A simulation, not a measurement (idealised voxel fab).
process module | voxel transistor to metal
It is cross-section cut that appears here, measuring 260 nm in width, its square cells being 5 nm in size.
Think of the cross-section as a grid of square cells. We describe it in bands, top to bottom, and each band covers one or more rows of those cells.
This entry defines a band. It first specifies the height of the band's top and the height of its bottom in nm, and then specifies the band's materials from left to right, stating each material with its width in nm. The word "throughout" identifies a single material that fills the band from edge to edge, while the word "air" identifies empty space.
Counting heights begins at 0, where everything beneath is, in the wafer as received, one material. The lowest band has no bottom; it goes on downwards, as "0 down" shows.
A width such as "30 to 40" changes by the same amount from each row of cells to the next, from the band's top row to its bottom row.
When a step is marked "nothing changed", none of the cells in the cross-section changed during that step.
Voids not open to the top, 8 cells minimum: see "Trapped cavities". Written width x height at distance; distance is from the left edge; nm.
Past the settings on a step's line: simulator remark, on that step.
When a step includes a mask, the "overlay nm" setting on its line states how far to the right of its planned place that mask lay, and negative values state how far to the left.
## Process steps foreseen in the plan
- 1: RECEIVE with material Si
- 2: OXIDIZE with depth nm 5
- 3: CONFORMAL_DEP with material SiN, thk nm 15
- 4: DIRECTIONAL_DEP with material aC, thk nm 10
- 5: PATTERN with tone cover, mask id ACTIVE, material resist, width nm 100, pitch nm 125, thk nm 30, overlay nm 0
- 6: DIRECTIONAL_ETCH with etch materials aC, depth nm 10
- 7: STRIP with etch materials resist
- 8: DIRECTIONAL_ETCH with etch materials SiN, depth nm 15
- 9: DIRECTIONAL_ETCH with etch materials SiO2, depth nm 5
- 10: DIRECTIONAL_ETCH with etch materials Si, depth nm 25
- 11: STRIP with etch materials aC
- 12: OXIDIZE with depth nm 5
- 13: FILL_DEP with material SiO2, thk nm 5
- 14: CMP with height nm 15
- 15: SELECTIVE_ETCH with etch materials SiO2, depth nm 10
- 16: STRIP with etch materials SiN
- 17: SELECTIVE_ETCH with etch materials SiO2, depth nm 5
- 18: OXIDIZE with depth nm 5
- 19: DIRECTIONAL_DEP with material polySi, thk nm 20
- 20: DIRECTIONAL_DEP with material SiCN, thk nm 10
- 21: DIRECTIONAL_DEP with material aC, thk nm 15
- 22: PATTERN with tone cover, mask id GATE, material resist, width nm 20, pitch nm 125, thk nm 30, overlay nm 0
- 23: DIRECTIONAL_ETCH with etch materials aC, depth nm 15
- 24: STRIP with etch materials resist
- 25: DIRECTIONAL_ETCH with etch materials SiCN, depth nm 20
- 26: DIRECTIONAL_ETCH with etch materials polySi, depth nm 30
- 27: STRIP with etch materials aC
- 28: CONFORMAL_DEP with material SiO2, thk nm 5
- 29: DIRECTIONAL_ETCH with etch materials SiO2, depth nm 5
- 30: CONFORMAL_DEP with material SiN, thk nm 5
- 31: DIRECTIONAL_ETCH with etch materials SiN, depth nm 5
- 32: DIRECTIONAL_ETCH with etch materials SiO2, depth nm 5
- 33: DIRECTIONAL_ETCH with etch materials Si, depth nm 15
- 34: EPI with material nSi, thk nm 20
- 35: FILL_DEP with material SiO2, thk nm 10
- 36: CMP with height nm 25
- 37: DIRECTIONAL_DEP with material SiO2, thk nm 10
- 38: DIRECTIONAL_DEP with material aC, thk nm 10
- 39: PATTERN with tone open, mask id CONTACT, material resist, width nm 20, thk nm 30, overlay nm 0
- 40: DIRECTIONAL_ETCH with etch materials aC, depth nm 10
- 41: STRIP with etch materials resist
- 42: DIRECTIONAL_ETCH with etch materials SiO2, depth nm 40
- 43: STRIP with etch materials aC
- 44: CONFORMAL_DEP with material TiN, thk nm 5
- 45: FILL_DEP with material W, thk nm 5
- 46: CMP with height nm 35
- 47: DIRECTIONAL_DEP with material TiN, thk nm 5
- 48: DIRECTIONAL_DEP with material W, thk nm 25
- 49: MASKED_ETCH with tone cover, mask id METAL_1, width nm 20, etch materials W, depth nm 25, overlay nm 0
- 50: MASKED_ETCH with tone cover, mask id METAL_1, width nm 20, etch materials TiN, depth nm 5, overlay nm 0
- 51: FILL_DEP with material SiO2, thk nm 10
- 52: CMP with height nm 65
- 53: CONFORMAL_DEP with material SiCN, thk nm 5
## On the first of the two wafers: run conducted according to plan
## Cross-section: wafer on arrival = after step 1
0 down | Si throughout
Trapped cavities: none
## So this is the wafer cross-section right after step 2
0 to -5 | SiO2 throughout
Under the height -5 nothing was changed.
## So this is the wafer cross-section right after step 3
15 to 0 | SiN throughout
Under the height 0 nothing was changed.
## So this is the wafer cross-section right after step 4
25 to 15 | aC throughout
Under the height 15 nothing was changed.
## So this is the wafer cross-section right after step 5
55 to 25 | air=15, resist=100, air=25, resist=100, air=20
Under the height 25 nothing was changed.
## So this is the wafer cross-section right after step 6
45 to 25 | air=15, resist=100, air=25, resist=100, air=20
25 to 15 | air=15, aC=100, air=25, aC=100, air=20
Under the height 15 nothing was changed.
## So this is the wafer cross-section right after step 7
25 to 15 | air=15, aC=100, air=25, aC=100, air=20
Under the height 15 nothing was changed.
## So this is the wafer cross-section right after step 8
25 to 15 | air=15, aC=100, air=25, aC=100, air=20
15 to 0 | air=15, SiN=100, air=25, SiN=100, air=20
Under the height 0 nothing was changed.
## So this is the wafer cross-section right after step 9
25 to 15 | air=15, aC=100, air=25, aC=100, air=20
15 to 0 | air=15, SiN=100, air=25, SiN=100, air=20
0 to -5 | air=15, SiO2=100, air=25, SiO2=100, air=20
Under the height -5 nothing was changed.
## So this is the wafer cross-section right after step 10
25 to 15 | air=15, aC=100, air=25, aC=100, air=20
15 to 0 | air=15, SiN=100, air=25, SiN=100, air=20
0 to -5 | air=15, SiO2=100, air=25, SiO2=100, air=20
-5 to -30 | air=15, Si=100, air=25, Si=100, air=20
Under the height -30 nothing was changed.
## So this is the wafer cross-section right after step 11
15 to 0 | air=15, SiN=100, air=25, SiN=100, air=20
Under the height 0 nothing was changed.
## So this is the wafer cross-section right after step 12
15 to 0 | air=15, SiN=100, air=25, SiN=100, air=20
0 to -5 | air=15, SiO2=100, air=25, SiO2=100, air=20
-5 to -30 | air=15, SiO2=5, Si=90, SiO2=5, air=25, SiO2=5, Si=90, SiO2=5, air=20
-30 to -35 | SiO2=20, Si=90, SiO2=35, Si=90, SiO2=25
Under the height -35 nothing was changed.
## So this is the wafer cross-section right after step 13
20 to 15 | SiO2 throughout
15 to 0 | SiO2=15, SiN=100, SiO2=25, SiN=100, SiO2=20
0 to -5 | SiO2 throughout
-5 to -35 | SiO2=20, Si=90, SiO2=35, Si=90, SiO2=25
Under the height -35 nothing was changed.
## So this is the wafer cross-section right after step 14
15 to 0 | SiO2=15, SiN=100, SiO2=25, SiN=100, SiO2=20
Under the height 0 nothing was changed.
## So this is the wafer cross-section right after step 15
15 to 5 | air=15, SiN=100, air=25, SiN=100, air=20
Under the height 5 nothing was changed.
## So this is the wafer cross-section right after step 16
5 to 0 | SiO2=15, air=100, SiO2=25, air=100, SiO2=20
Under the height 0 nothing was changed.
## So this is the wafer cross-section right after step 17
0 to -5 | SiO2=10, air=110, SiO2=15, air=110, SiO2=15
Under the height -5 nothing was changed.
## So this is the wafer cross-section right after step 18
0 to -5 | SiO2=10, air=110, SiO2=15, air=110, SiO2=15
-5 to -10 | SiO2 throughout
Under the height -10 nothing was changed.
## So this is the wafer cross-section right after step 19
20 to 15 | polySi=10, air=110, polySi=15, air=110, polySi=15
15 to 0 | polySi throughout
0 to -5 | SiO2=10, polySi=110, SiO2=15, polySi=110, SiO2=15
Under the height -5 nothing was changed.
## So this is the wafer cross-section right after step 20
30 to 25 | SiCN=10, air=110, SiCN=15, air=110, SiCN=15
25 to 20 | SiCN throughout
20 to 15 | polySi=10, SiCN=110, polySi=15, SiCN=110, polySi=15
Under the height 15 nothing was changed.
## So this is the wafer cross-section right after step 21
45 to 40 | aC=10, air=110, aC=15, air=110, aC=15
40 to 30 | aC throughout
30 to 25 | SiCN=10, aC=110, SiCN=15, aC=110, SiCN=15
Under the height 25 nothing was changed.
## So this is the wafer cross-section right after step 22
75 to 45 | air=55, resist=20, air=105, resist=20, air=60
45 to 40 | aC=10, air=45, resist=20, air=45, aC=15, air=45, resist=20, air=45, aC=15
Under the height 40 nothing was changed.
## So this is the wafer cross-section right after step 23
60 to 40 | air=55, resist=20, air=105, resist=20, air=60
40 to 30 | air=55, aC=20, air=105, aC=20, air=60
30 to 25 | SiCN=10, air=45, aC=20, air=45, SiCN=15, air=45, aC=20, air=45, SiCN=15
Under the height 25 nothing was changed.
## So this is the wafer cross-section right after step 24
40 to 30 | air=55, aC=20, air=105, aC=20, air=60
Under the height 30 nothing was changed.
## So this is the wafer cross-section right after step 25
40 to 25 | air=55, aC=20, air=105, aC=20, air=60
25 to 20 | air=55, SiCN=20, air=105, SiCN=20, air=60
20 to 15 | polySi=10, air=45, SiCN=20, air=45, polySi=15, air=45, SiCN=20, air=45, polySi=15
Under the height 15 nothing was changed.
## So this is the wafer cross-section right after step 26
40 to 25 | air=55, aC=20, air=105, aC=20, air=60
25 to 15 | air=55, SiCN=20, air=105, SiCN=20, air=60
15 to 0 | air=55, polySi=20, air=105, polySi=20, air=60
0 to -5 | SiO2=10, air=45, polySi=20, air=45, SiO2=15, air=45, polySi=20, air=45, SiO2=15
Under the height -5 nothing was changed.
## So this is the wafer cross-section right after step 27
25 to 15 | air=55, SiCN=20, air=105, SiCN=20, air=60
Under the height 15 nothing was changed.
## So this is the wafer cross-section right after step 28
30 to 25 | air=50, SiO2=30, air=95, SiO2=30, air=55
25 to 15 | air=50, SiO2=5, SiCN=20, SiO2=5, air=95, SiO2=5, SiCN=20, SiO2=5, air=55
15 to 5 | air=50, SiO2=5, polySi=20, SiO2=5, air=95, SiO2=5, polySi=20, SiO2=5, air=55
5 to 0 | SiO2=15, air=35, SiO2=5, polySi=20, SiO2=5, air=35, SiO2=25, air=35, SiO2=5, polySi=20, SiO2=5, air=35, SiO2=20
0 to -5 | SiO2=55, polySi=20, SiO2=105, polySi=20, SiO2=60
Under the height -5 nothing was changed.
## So this is the wafer cross-section right after step 29
25 to 15 | air=50, SiO2=5, SiCN=20, SiO2=5, air=95, SiO2=5, SiCN=20, SiO2=5, air=55
15 to 0 | air=50, SiO2=5, polySi=20, SiO2=5, air=95, SiO2=5, polySi=20, SiO2=5, air=55
0 to -5 | SiO2=15, air=35, SiO2=5, polySi=20, SiO2=5, air=35, SiO2=25, air=35, SiO2=5, polySi=20, SiO2=5, air=35, SiO2=20
Under the height -5 nothing was changed.
## So this is the wafer cross-section right after step 30
30 to 25 | air=45, SiN=40, air=85, SiN=40, air=50
25 to 15 | air=45, SiN=5, SiO2=5, SiCN=20, SiO2=5, SiN=5, air=85, SiN=5, SiO2=5, SiCN=20, SiO2=5, SiN=5, air=50
15 to 5 | air=45, SiN=5, SiO2=5, polySi=20, SiO2=5, SiN=5, air=85, SiN=5, SiO2=5, polySi=20, SiO2=5, SiN=5, air=50
5 to 0 | SiN=20, air=25, SiN=5, SiO2=5, polySi=20, SiO2=5, SiN=5, air=25, SiN=35, air=25, SiN=5, SiO2=5, polySi=20, SiO2=5, SiN=5, air=25, SiN=25
0 to -5 | SiO2=15, SiN=35, SiO2=5, polySi=20, SiO2=5, SiN=35, SiO2=25, SiN=35, SiO2=5, polySi=20, SiO2=5, SiN=35, SiO2=20
Under the height -5 nothing was changed.
## So this is the wafer cross-section right after step 31
25 to 15 | air=45, SiN=5, SiO2=5, SiCN=20, SiO2=5, SiN=5, air=85, SiN=5, SiO2=5, SiCN=20, SiO2=5, SiN=5, air=50
15 to 0 | air=45, SiN=5, SiO2=5, polySi=20, SiO2=5, SiN=5, air=85, SiN=5, SiO2=5, polySi=20, SiO2=5, SiN=5, air=50
0 to -5 | SiO2=15, SiN=5, air=25, SiN=5, SiO2=5, polySi=20, SiO2=5, SiN=5, air=25, SiN=5, SiO2=25, SiN=5, air=25, SiN=5, SiO2=5, polySi=20, SiO2=5, SiN=5, air=25, SiN=5, SiO2=20
Under the height -5 nothing was changed.
## So this is the wafer cross-section right after step 32
25 to 20 | air=45, SiN=5, air=5, SiCN=20, air=5, SiN=5, air=85, SiN=5, air=5, SiCN=20, air=5, SiN=5, air=50
20 to 15 | air=45, SiN=5, SiO2=5, SiCN=20, SiO2=5, SiN=5, air=85, SiN=5, SiO2=5, SiCN=20, SiO2=5, SiN=5, air=50
15 to 0 | air=45, SiN=5, SiO2=5, polySi=20, SiO2=5, SiN=5, air=85, SiN=5, SiO2=5, polySi=20, SiO2=5, SiN=5, air=50
0 to -5 | air=15, SiN=5, air=25, SiN=5, SiO2=5, polySi=20, SiO2=5, SiN=5, air=25, SiN=5, air=25, SiN=5, air=25, SiN=5, SiO2=5, polySi=20, SiO2=5, SiN=5, air=25, SiN=5, air=20
-5 to -10 | SiO2=20, air=25, SiO2=40, air=25, SiO2=35, air=25, SiO2=40, air=25, SiO2=25
Under the height -10 nothing was changed.
## So this is the wafer cross-section right after step 33
25 to 20 | air=45, SiN=5, air=5, SiCN=20, air=5, SiN=5, air=85, SiN=5, air=5, SiCN=20, air=5, SiN=5, air=50
20 to 15 | air=45, SiN=5, SiO2=5, SiCN=20, SiO2=5, SiN=5, air=85, SiN=5, SiO2=5, SiCN=20, SiO2=5, SiN=5, air=50
15 to 0 | air=45, SiN=5, SiO2=5, polySi=20, SiO2=5, SiN=5, air=85, SiN=5, SiO2=5, polySi=20, SiO2=5, SiN=5, air=50
0 to -5 | air=15, SiN=5, air=25, SiN=5, SiO2=5, polySi=20, SiO2=5, SiN=5, air=25, SiN=5, air=25, SiN=5, air=25, SiN=5, SiO2=5, polySi=20, SiO2=5, SiN=5, air=25, SiN=5, air=20
-5 to -10 | SiO2=20, air=25, SiO2=40, air=25, SiO2=35, air=25, SiO2=40, air=25, SiO2=25
-10 to -25 | SiO2=20, air=25, Si=40, air=25, SiO2=35, air=25, Si=40, air=25, SiO2=25
Under the height -25 nothing was changed.
## So this is the wafer cross-section right after step 34
25 to 20 | air=45, SiN=5, air=5, SiCN=20, air=5, SiN=5, air=85, SiN=5, air=5, SiCN=20, air=5, SiN=5, air=50
20 to 15 | air=45, SiN=5, SiO2=5, SiCN=20, SiO2=5, SiN=5, air=85, SiN=5, SiO2=5, SiCN=20, SiO2=5, SiN=5, air=50
15 to 10 | air=45, SiN=5, SiO2=5, polySi=20, SiO2=5, SiN=5, air=85, SiN=5, SiO2=5, polySi=20, SiO2=5, SiN=5, air=50
10 to 0 | air=25, nSi=20, SiN=5, SiO2=5, polySi=20, SiO2=5, SiN=5, nSi=20, air=45, nSi=20, SiN=5, SiO2=5, polySi=20, SiO2=5, SiN=5, nSi=20, air=30
0 to -5 | air=15, SiN=5, air=5, nSi=20, SiN=5, SiO2=5, polySi=20, SiO2=5, SiN=5, nSi=20, air=5, SiN=5, air=25, SiN=5, air=5, nSi=20, SiN=5, SiO2=5, polySi=20, SiO2=5, SiN=5, nSi=20, air=5, SiN=5, air=20
-5 to -10 | SiO2=20, nSi=25, SiO2=40, nSi=25, SiO2=35, nSi=25, SiO2=40, nSi=25, SiO2=25
-10 to -25 | SiO2=20, nSi=25, Si=40, nSi=25, SiO2=35, nSi=25, Si=40, nSi=25, SiO2=25
Under the height -25 nothing was changed.
## So this is the wafer cross-section right after step 35
35 to 25 | SiO2 throughout
25 to 15 | SiO2=45, SiN=5, SiO2=5, SiCN=20, SiO2=5, SiN=5, SiO2=85, SiN=5, SiO2=5, SiCN=20, SiO2=5, SiN=5, SiO2=50
15 to 10 | SiO2=45, SiN=5, SiO2=5, polySi=20, SiO2=5, SiN=5, SiO2=85, SiN=5, SiO2=5, polySi=20, SiO2=5, SiN=5, SiO2=50
10 to 0 | SiO2=25, nSi=20, SiN=5, SiO2=5, polySi=20, SiO2=5, SiN=5, nSi=20, SiO2=45, nSi=20, SiN=5, SiO2=5, polySi=20, SiO2=5, SiN=5, nSi=20, SiO2=30
0 to -5 | SiO2=15, SiN=5, SiO2=5, nSi=20, SiN=5, SiO2=5, polySi=20, SiO2=5, SiN=5, nSi=20, SiO2=5, SiN=5, SiO2=25, SiN=5, SiO2=5, nSi=20, SiN=5, SiO2=5, polySi=20, SiO2=5, SiN=5, nSi=20, SiO2=5, SiN=5, SiO2=20
Under the height -5 nothing was changed.
## So this is the wafer cross-section right after step 36
25 to 15 | SiO2=45, SiN=5, SiO2=5, SiCN=20, SiO2=5, SiN=5, SiO2=85, SiN=5, SiO2=5, SiCN=20, SiO2=5, SiN=5, SiO2=50
Under the height 15 nothing was changed.
## So this is the wafer cross-section right after step 37
35 to 25 | SiO2 throughout
Under the height 25 nothing was changed.
## So this is the wafer cross-section right after step 38
45 to 35 | aC throughout
Under the height 35 nothing was changed.
## So this is the wafer cross-section right after step 39
75 to 45 | resist=20, air=20, resist=50, air=20, resist=35, air=20, resist=50, air=20, resist=25
Under the height 45 nothing was changed.
## So this is the wafer cross-section right after step 40
65 to 45 | resist=20, air=20, resist=50, air=20, resist=35, air=20, resist=50, air=20, resist=25
45 to 35 | aC=20, air=20, aC=50, air=20, aC=35, air=20, aC=50, air=20, aC=25
Under the height 35 nothing was changed.
## So this is the wafer cross-section right after step 41
45 to 35 | aC=20, air=20, aC=50, air=20, aC=35, air=20, aC=50, air=20, aC=25
Under the height 35 nothing was changed.
## So this is the wafer cross-section right after step 42
45 to 35 | aC=20, air=20, aC=50, air=20, aC=35, air=20, aC=50, air=20, aC=25
35 to 25 | SiO2=20, air=20, SiO2=50, air=20, SiO2=35, air=20, SiO2=50, air=20, SiO2=25
25 to 15 | SiO2=20, air=20, SiO2=5, SiN=5, SiO2=5, SiCN=20, SiO2=5, SiN=5, SiO2=5, air=20, SiO2=35, air=20, SiO2=5, SiN=5, SiO2=5, SiCN=20, SiO2=5, SiN=5, SiO2=5, air=20, SiO2=25
15 to 10 | SiO2=20, air=20, SiO2=5, SiN=5, SiO2=5, polySi=20, SiO2=5, SiN=5, SiO2=5, air=20, SiO2=35, air=20, SiO2=5, SiN=5, SiO2=5, polySi=20, SiO2=5, SiN=5, SiO2=5, air=20, SiO2=25
10 to 0 | SiO2=20, air=5, nSi=20, SiN=5, SiO2=5, polySi=20, SiO2=5, SiN=5, nSi=20, air=5, SiO2=35, air=5, nSi=20, SiN=5, SiO2=5, polySi=20, SiO2=5, SiN=5, nSi=20, air=5, SiO2=25
0 to -5 | SiO2=15, SiN=5, air=5, nSi=20, SiN=5, SiO2=5, polySi=20, SiO2=5, SiN=5, nSi=20, air=5, SiN=5, SiO2=25, SiN=5, air=5, nSi=20, SiN=5, SiO2=5, polySi=20, SiO2=5, SiN=5, nSi=20, air=5, SiN=5, SiO2=20
Under the height -5 nothing was changed.
## So this is the wafer cross-section right after step 43
35 to 25 | SiO2=20, air=20, SiO2=50, air=20, SiO2=35, air=20, SiO2=50, air=20, SiO2=25
Under the height 25 nothing was changed.
## So this is the wafer cross-section right after step 44
40 to 35 | TiN=25, air=10, TiN=60, air=10, TiN=45, air=10, TiN=60, air=10, TiN=30
35 to 25 | SiO2=20, TiN=5, air=10, TiN=5, SiO2=50, TiN=5, air=10, TiN=5, SiO2=35, TiN=5, air=10, TiN=5, SiO2=50, TiN=5, air=10, TiN=5, SiO2=25
25 to 15 | SiO2=20, TiN=5, air=10, TiN=5, SiO2=5, SiN=5, SiO2=5, SiCN=20, SiO2=5, SiN=5, SiO2=5, TiN=5, air=10, TiN=5, SiO2=35, TiN=5, air=10, TiN=5, SiO2=5, SiN=5, SiO2=5, SiCN=20, SiO2=5, SiN=5, SiO2=5, TiN=5, air=10, TiN=5, SiO2=25
15 to 10 | SiO2=20, TiN=20, SiO2=5, SiN=5, SiO2=5, polySi=20, SiO2=5, SiN=5, SiO2=5, TiN=20, SiO2=35, TiN=20, SiO2=5, SiN=5, SiO2=5, polySi=20, SiO2=5, SiN=5, SiO2=5, TiN=20, SiO2=25
10 to 0 | SiO2=20, TiN=5, nSi=20, SiN=5, SiO2=5, polySi=20, SiO2=5, SiN=5, nSi=20, TiN=5, SiO2=35, TiN=5, nSi=20, SiN=5, SiO2=5, polySi=20, SiO2=5, SiN=5, nSi=20, TiN=5, SiO2=25
0 to -5 | SiO2=15, SiN=5, TiN=5, nSi=20, SiN=5, SiO2=5, polySi=20, SiO2=5, SiN=5, nSi=20, TiN=5, SiN=5, SiO2=25, SiN=5, TiN=5, nSi=20, SiN=5, SiO2=5, polySi=20, SiO2=5, SiN=5, nSi=20, TiN=5, SiN=5, SiO2=20
Under the height -5 nothing was changed.
## So this is the wafer cross-section right after step 45
45 to 40 | W throughout
40 to 35 | TiN=25, W=10, TiN=60, W=10, TiN=45, W=10, TiN=60, W=10, TiN=30
35 to 25 | SiO2=20, TiN=5, W=10, TiN=5, SiO2=50, TiN=5, W=10, TiN=5, SiO2=35, TiN=5, W=10, TiN=5, SiO2=50, TiN=5, W=10, TiN=5, SiO2=25
25 to 15 | SiO2=20, TiN=5, W=10, TiN=5, SiO2=5, SiN=5, SiO2=5, SiCN=20, SiO2=5, SiN=5, SiO2=5, TiN=5, W=10, TiN=5, SiO2=35, TiN=5, W=10, TiN=5, SiO2=5, SiN=5, SiO2=5, SiCN=20, SiO2=5, SiN=5, SiO2=5, TiN=5, W=10, TiN=5, SiO2=25
Under the height 15 nothing was changed.
## So this is the wafer cross-section right after step 46
35 to 25 | SiO2=20, TiN=5, W=10, TiN=5, SiO2=50, TiN=5, W=10, TiN=5, SiO2=35, TiN=5, W=10, TiN=5, SiO2=50, TiN=5, W=10, TiN=5, SiO2=25
Under the height 25 nothing was changed.
## So this is the wafer cross-section right after step 47
40 to 35 | TiN throughout
Under the height 35 nothing was changed.
## So this is the wafer cross-section right after step 48
65 to 40 | W throughout
Under the height 40 nothing was changed.
## So this is the wafer cross-section right after step 49
65 to 40 | air=20, W=20, air=50, W=20, air=35, W=20, air=50, W=20, air=25
Under the height 40 nothing was changed.
## So this is the wafer cross-section right after step 50
65 to 40 | air=20, W=20, air=50, W=20, air=35, W=20, air=50, W=20, air=25
40 to 35 | air=20, TiN=20, air=50, TiN=20, air=35, TiN=20, air=50, TiN=20, air=25
Under the height 35 nothing was changed.
## So this is the wafer cross-section right after step 51
75 to 65 | SiO2 throughout
65 to 40 | SiO2=20, W=20, SiO2=50, W=20, SiO2=35, W=20, SiO2=50, W=20, SiO2=25
40 to 35 | SiO2=20, TiN=20, SiO2=50, TiN=20, SiO2=35, TiN=20, SiO2=50, TiN=20, SiO2=25
Under the height 35 nothing was changed.
## So this is the wafer cross-section right after step 52
65 to 40 | SiO2=20, W=20, SiO2=50, W=20, SiO2=35, W=20, SiO2=50, W=20, SiO2=25
Under the height 40 nothing was changed.
## So this is the wafer cross-section right after step 53
70 to 65 | SiCN throughout
Under the height 65 nothing was changed.
## The second wafer was prepared from the same starting point and under the same plan as the first; its processing contained one mistake, and it remains indistinguishable from the first wafer up to and including step 49
## Cross-section: second wafer, time at which step 50 was scheduled to end
65 to 40 | air=20, W=20, air=50, W=20, air=35, W=20, air=50, W=20, air=25
40 to 35 | air=20, TiN=30, air=40, TiN=30, air=25, TiN=30, air=40, TiN=30, air=15
Under the height 35 nothing was changed.
## Cross-section: second wafer, time at which step 51 was scheduled to end
75 to 65 | SiO2 throughout
65 to 40 | SiO2=20, W=20, SiO2=50, W=20, SiO2=35, W=20, SiO2=50, W=20, SiO2=25
40 to 35 | SiO2=20, TiN=30, SiO2=40, TiN=30, SiO2=25, TiN=30, SiO2=40, TiN=30, SiO2=15
Under the height 35 nothing was changed.
## Cross-section: second wafer, time at which step 52 was scheduled to end
65 to 40 | SiO2=20, W=20, SiO2=50, W=20, SiO2=35, W=20, SiO2=50, W=20, SiO2=25
Under the height 40 nothing was changed.
## Cross-section: second wafer, time at which step 53 was scheduled to end
70 to 65 | SiCN throughout
Under the height 65 nothing was changed.
Processing error: off-plan run, step 50, actual operation and settings MASKED_ETCH with tone cover, mask id METAL_1, width nm 20, etch materials TiN, depth nm 5, overlay nm 10
The final cell counts differ between the wafers, with the second having more or fewer of some materials than the first: 8 fewer of SiO2; 8 more of TiN
